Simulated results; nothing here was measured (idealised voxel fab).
process module | voxel self aligned vias
cross-section cut | 265 nm wide | cells 5 nm
A cross-section is a grid of square cells, given in bands from the top down. A band is one or more rows of cells.
Each band's line starts with the height of the band's top and of its bottom, in nm. Then come its materials from left to right, each with its width in nm. One material with "throughout" fills the band from edge to edge. "air" is empty space.
Height 0 is the level under which the wafer as received is all one material. The lowest band goes on downwards, as in "0 down".
A width such as "30 to 40" changes by the same amount from each row of cells to the next, from the band's top row to its bottom row.
"no change" after a step means that no cell of the cross-section changed.
closed voids: empty space of 8 cells or more with no open way to the top, each as width x height at its distance from the left edge, in nm
after a step's settings: what the simulator itself notes on the step
overlay nm, on a step with a mask: how far to the right of its planned place the mask lay; to the left if negative
plan
1 op RECEIVE | material Si
2 op CONFORMAL_DEP | material SiO2 | thk nm 15
3 op CONFORMAL_DEP | material SiCN | thk nm 5
4 op DIRECTIONAL_DEP | material lowk | thk nm 25
5 op DIRECTIONAL_DEP | material aC | thk nm 10
6 op PATTERN | tone open | mask id LINES | material resist | width nm 30 | pitch nm 80 | thk nm 30 | overlay nm 0
7 op DIRECTIONAL_ETCH | etch materials aC | depth nm 10
8 op STRIP | etch materials resist
9 op DIRECTIONAL_ETCH | etch materials lowk | depth nm 25
10 op STRIP | etch materials aC
11 op CONFORMAL_DEP | material TiN | thk nm 5
12 op FILL_DEP | material Ru | thk nm 10
13 op CMP | height nm 45
14 op SELECTIVE_ETCH | etch materials W Ru TiN | depth nm 10
15 op FILL_DEP | material SiN | thk nm 5
16 op CMP | height nm 45
17 op DIRECTIONAL_DEP | material lowk | thk nm 15
18 op DIRECTIONAL_DEP | material aC | thk nm 10
19 op PATTERN | tone open | mask id VIAS | material resist | width nm 50 | pitch nm 160 | thk nm 30 | overlay nm 0
20 op DIRECTIONAL_ETCH | etch materials aC | depth nm 10
21 op STRIP | etch materials resist
22 op DIRECTIONAL_ETCH | etch materials lowk | depth nm 15
23 op DIRECTIONAL_ETCH | etch materials SiN | depth nm 10
24 op STRIP | etch materials aC
25 op CONFORMAL_DEP | material TiN | thk nm 5
26 op FILL_DEP | material Cu | thk nm 10
27 op CMP | height nm 60
28 op CONFORMAL_DEP | material SiCN | thk nm 5
as received, after step 1
  0 down: Si throughout
  closed voids: none
first wafer at the end, as planned
  65 to 60: SiCN throughout
  60 to 50: lowk 25 | TiN 5 | Cu 40 | TiN 5 | lowk 110 | TiN 5 | Cu 40 | TiN 5 | lowk 30
  50 to 45: lowk 25 | TiN 15 | Cu 20 | TiN 15 | lowk 110 | TiN 15 | Cu 20 | TiN 15 | lowk 30
  45 to 40: lowk 35 | TiN 5 | Cu 20 | TiN 5 | lowk 50 | SiN 30 | lowk 50 | TiN 5 | Cu 20 | TiN 5 | lowk 40
  40 to 35: lowk 35 | TiN 30 | lowk 50 | SiN 30 | lowk 50 | TiN 30 | lowk 40
  35 to 25: lowk 35 | TiN 5 | Ru 20 | TiN 5 | lowk 50 | TiN 5 | Ru 20 | TiN 5 | lowk 50 | TiN 5 | Ru 20 | TiN 5 | lowk 40
  25 to 20: lowk 35 | TiN 30 | lowk 50 | TiN 30 | lowk 50 | TiN 30 | lowk 40
  20 to 15: SiCN throughout
  15 to 0: SiO2 throughout
  0 down: Si throughout
  closed voids: none
second wafer at the end: like start, like plan, one mistake
  65 to 60: SiCN throughout
  60 to 45: lowk 25 | TiN 5 | Cu 40 | TiN 5 | lowk 110 | TiN 5 | Cu 40 | TiN 5 | lowk 30
  45 to 40: lowk 25 | TiN 5 | Cu 40 | TiN 5 | lowk 40 | SiN 30 | lowk 40 | TiN 5 | Cu 40 | TiN 5 | lowk 30
  40 to 35: lowk 25 | TiN 50 | lowk 40 | SiN 30 | lowk 40 | TiN 50 | lowk 30
  35 to 25: lowk 25 to 35 | TiN 15 to 5 | Ru 20 | TiN 15 to 5 | lowk 40 to 50 | TiN 5 | Ru 20 | TiN 5 | lowk 40 to 50 | TiN 15 to 5 | Ru 20 | TiN 15 to 5 | lowk 30 to 40
  25 to 20: lowk 35 | TiN 30 | lowk 50 | TiN 30 | lowk 50 | TiN 30 | lowk 40
  20 to 15: SiCN throughout
  15 to 0: SiO2 throughout
  0 down: Si throughout
  closed voids: none
what went wrong: step 22 was run twice
at the end the second wafer has, in cells: 16 more of Cu | 8 more of TiN | 24 fewer of lowk
